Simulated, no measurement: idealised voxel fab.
Module name: voxel capacitor over wiring (process module)
The cross-section on display is named cut; it measures 270 nm wide, and its cells are 5 nm squares.
Cross-section = grid of square cells, listed top down in bands; band = one or more rows.
It is stipulated that each band's entry specify, in nanometres, the height of the top of the band and then that of its bottom, followed by the materials of the band in left-to-right sequence, each together with its width in nanometres. A single material marked by the word "throughout" is understood to fill the band from edge to edge; the word "empty" is understood to denote empty space.
Ref level 0: as-received wafer is one material below here. Bottom band extends down with no lower bound ("0 nm and below").
Width "30 to 40": first value at the band's top row of cells, second value at its bottom row, equal change from row to row.
No cell of the cross-section changed in a step that is given as "nothing different".
For the entry "Closed void listing", the listed items are empty spaces with no open way to the top whose size is 8 cells or more; each item follows the pattern width x height at distance, where distance is from the left edge and all three are in nm.
On a step's line, text after the settings is the simulator commenting on that step.
"overlay nm" answers the question of how far to the right of plan the mask lay on a step that has a mask, and when it is negative the answer is to the left.
**Planned process steps**
| 1 | RECEIVE,material Si |
| 2 | CONFORMAL_DEP,material SiO2,thk nm 10 |
| 3 | DIRECTIONAL_DEP,material TiN,thk nm 5 |
| 4 | DIRECTIONAL_DEP,material W,thk nm 15 |
| 5 | MASKED_ETCH,tone cover,mask id METAL_1,width nm 25,pitch nm 95,etch materials W,depth nm 15,overlay nm 0 |
| 6 | MASKED_ETCH,tone cover,mask id METAL_1,width nm 25,pitch nm 95,etch materials TiN,depth nm 5,overlay nm 0 |
| 7 | CONFORMAL_DEP,material SiCN,thk nm 5 |
| 8 | FILL_DEP,material lowk,thk nm 10 |
| 9 | CMP,height nm 30 |
| 10 | CONFORMAL_DEP,material SiCN,thk nm 5 |
| 11 | DIRECTIONAL_DEP,material SiO2,thk nm 10 |
| 12 | DIRECTIONAL_DEP,material aC,thk nm 15 |
| 13 | PATTERN,tone open,mask id PLUG_1,material resist,width nm 15,thk nm 30,overlay nm 0 |
| 14 | DIRECTIONAL_ETCH,etch materials aC,depth nm 15 |
| 15 | STRIP,etch materials resist |
| 16 | DIRECTIONAL_ETCH,etch materials SiO2,depth nm 10 |
| 17 | DIRECTIONAL_ETCH,etch materials SiCN,depth nm 5 |
| 18 | STRIP,etch materials aC |
| 19 | EPI,material Ru,thk nm 10 |
| 20 | EPI,material Ru,thk nm 5 |
| 21 | DIRECTIONAL_DEP,material TiN,thk nm 10 |
| 22 | DIRECTIONAL_DEP,material HfO2,thk nm 5 |
| 23 | DIRECTIONAL_DEP,material TiN,thk nm 5 |
| 24 | MASKED_ETCH,tone cover,mask id UPPER_PLATE,width nm 75,etch materials TiN,depth nm 5,overlay nm 0 |
| 25 | MASKED_ETCH,tone cover,mask id UPPER_PLATE,width nm 75,etch materials HfO2,depth nm 5,overlay nm 0 |
| 26 | DIRECTIONAL_DEP,material aC,thk nm 10 |
| 27 | PATTERN,tone cover,mask id LOWER_PLATE,material resist,width nm 85,thk nm 25,overlay nm 0 |
| 28 | DIRECTIONAL_ETCH,etch materials aC,depth nm 10 |
| 29 | STRIP,etch materials resist |
| 30 | DIRECTIONAL_ETCH,etch materials TiN,depth nm 10 |
| 31 | STRIP,etch materials aC |
| 32 | FILL_DEP,material SiO2,thk nm 20 |
| 33 | CMP,height nm 80 |
| 34 | PATTERN,tone open,mask id PLUG_2,material resist,width nm 15,thk nm 20,overlay nm 0 |
| 35 | DIRECTIONAL_ETCH,etch materials SiO2,depth nm 15 |
| 36 | STRIP,etch materials resist |
| 37 | CONFORMAL_DEP,material TiN,thk nm 5 |
| 38 | FILL_DEP,material W,thk nm 10 |
| 39 | CMP,height nm 80 |
| 40 | CONFORMAL_DEP,material SiN,thk nm 5 |
**Shown in cross-section is the wafer as received, that is, as it stands after step 1**
> 0 nm and below: Si throughout
> Closed void listing: none
**Looking at the first of two wafers in cross-section at end of module - ran to plan**
> 85 nm to 80 nm: SiN throughout
> 80 nm to 70 nm: 95 of SiO2, 5 of TiN, 5 of W, 5 of TiN, 160 of SiO2
> 70 nm to 60 nm: 95 to 85 of SiO2, 15 to 75 of TiN, 160 to 110 of SiO2
> 60 nm to 55 nm: 85 of SiO2, 75 of HfO2, 110 of SiO2
> 55 nm to 45 nm: 80 of SiO2, 85 of TiN, 105 of SiO2
> 45 nm to 35 nm: 85 of SiO2, 15 of Ru, 170 of SiO2
> 35 nm to 30 nm: 85 of SiCN, 15 of Ru, 170 of SiCN
> 30 nm to 15 nm: 70 of lowk, 5 of SiCN, 25 of W, 5 of SiCN, 60 of lowk, 5 of SiCN, 25 of W, 5 of SiCN, 70 of lowk
> 15 nm to 10 nm: 75 of SiCN, 25 of TiN, 70 of SiCN, 25 of TiN, 75 of SiCN
> 10 nm to 0 nm: SiO2 throughout
> 0 nm and below: Si throughout
> Closed void listing: none
**Wafer two cross-section, module end. Start and plan unchanged from wafer one; one mistake made during the run**
> 85 nm to 80 nm: SiN throughout
> 80 nm to 70 nm: 95 of SiO2, 5 of TiN, 5 of W, 5 of TiN, 160 of SiO2
> 70 nm to 65 nm: 95 of SiO2, 15 of TiN, 160 of SiO2
> 65 nm to 60 nm: SiO2 throughout
> 60 nm to 55 nm: 85 of SiO2, 75 of TiN, 110 of SiO2
> 55 nm to 50 nm: 85 of SiO2, 75 of HfO2, 110 of SiO2
> 50 nm to 40 nm: 80 of SiO2, 85 of TiN, 105 of SiO2
> 40 nm to 30 nm: 85 of SiO2, 15 of Ru, 170 of SiO2
> 30 nm to 25 nm: 85 of SiCN, 15 of Ru, 170 of SiCN
> 25 nm to 15 nm: 70 of lowk, 5 of SiCN, 25 of W, 5 of SiCN, 60 of lowk, 5 of SiCN, 25 of W, 5 of SiCN, 70 of lowk
> 15 nm to 10 nm: 75 of SiCN, 25 of TiN, 70 of SiCN, 25 of TiN, 75 of SiCN
> 10 nm to 0 nm: SiO2 throughout
> 0 nm and below: Si throughout
> Closed void listing: none
Which mistake was made when the wafer was run? step 9 deviated from plan and actually ran as CMP,height nm 25
Final cells, second wafer relative to first, materials higher or lower: 4 fewer of SiCN; 54 more of SiO2; 10 fewer of W; 40 fewer of lowk
